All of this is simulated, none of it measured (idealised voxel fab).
Name of the process module below: voxel spacer lines
Pictured: cross-section cut, 155 nm wide, on a grid of 5 nm square cells.
Think of the cross-section as a grid of square cells. We describe it in bands, top to bottom, and each band covers one or more rows of those cells.
In this notation a band is specified by the heights of its top and bottom, in that order and in nm, after which its materials appear from left to right, each paired with its width in nm. The word "full width" attached to a single material means that material fills the band from edge to edge; the word "air" stands for empty space.
Heights from 0 (as-received wafer is one material below). Bottom band endless downward, as "0 and below".
Per-row width for "30..40": begins at first number (top row of band), ends at second number (bottom row), increment between rows held constant.
"remained the same" after a step means that no cell of the cross-section changed.
Entry "Closed void entries". Content: empty spaces with no open connection to the top, size 8 cells or greater. Each: width x height at distance. Distance: from left edge. Unit: nm.
What comes after the settings on a step's line is commentary from the simulator itself on that step.
overlay nm, on a step with a mask: how far to the right of its planned place the mask lay; to the left if negative
Intended process steps:
| 1 | RECEIVE | material Si |
| 2 | CONFORMAL_DEP | material Al2O3 | thk nm 5 |
| 3 | DIRECTIONAL_DEP | material W | thk nm 20 |
| 4 | DIRECTIONAL_DEP | material polySi | thk nm 25 |
| 5 | PATTERN | tone cover | mask id MANDREL | material resist | width nm 15 | pitch nm 50 | thk nm 30 | overlay nm 0 |
| 6 | DIRECTIONAL_ETCH | etch materials polySi | depth nm 25 |
| 7 | STRIP | etch materials resist |
| 8 | CONFORMAL_DEP | material SiO2 | thk nm 10 |
| 9 | DIRECTIONAL_ETCH | etch materials SiO2 | depth nm 10 |
| 10 | STRIP | etch materials polySi |
| 11 | DIRECTIONAL_ETCH | etch materials W | depth nm 20 |
| 12 | STRIP | etch materials SiO2 |
| 13 | FILL_DEP | material SiO2 | thk nm 5 |
| 14 | CMP | height nm 25 |
Where the wafers of this document differ is in the width nm of step 5; they start out the same, and the plan states the value that applied to the first wafer.
Cross-section: the first of several wafers in its as-received state, i.e. following step 1:
	0 and below = Si full width
	Closed void entries: none
Take any row and you have a wafer at the end of the module: how many cells of each material it has gained (+) or lost (-) since it was received, and then its closed voids:
width nm 15 | +31 Al2O3 | +76 SiO2 | +48 W | Closed void entries: none
width nm 20 | +31 Al2O3 | +76 SiO2 | +48 W | Closed void entries: none
width nm 25 | +31 Al2O3 | +76 SiO2 | +48 W | Closed void entries: none
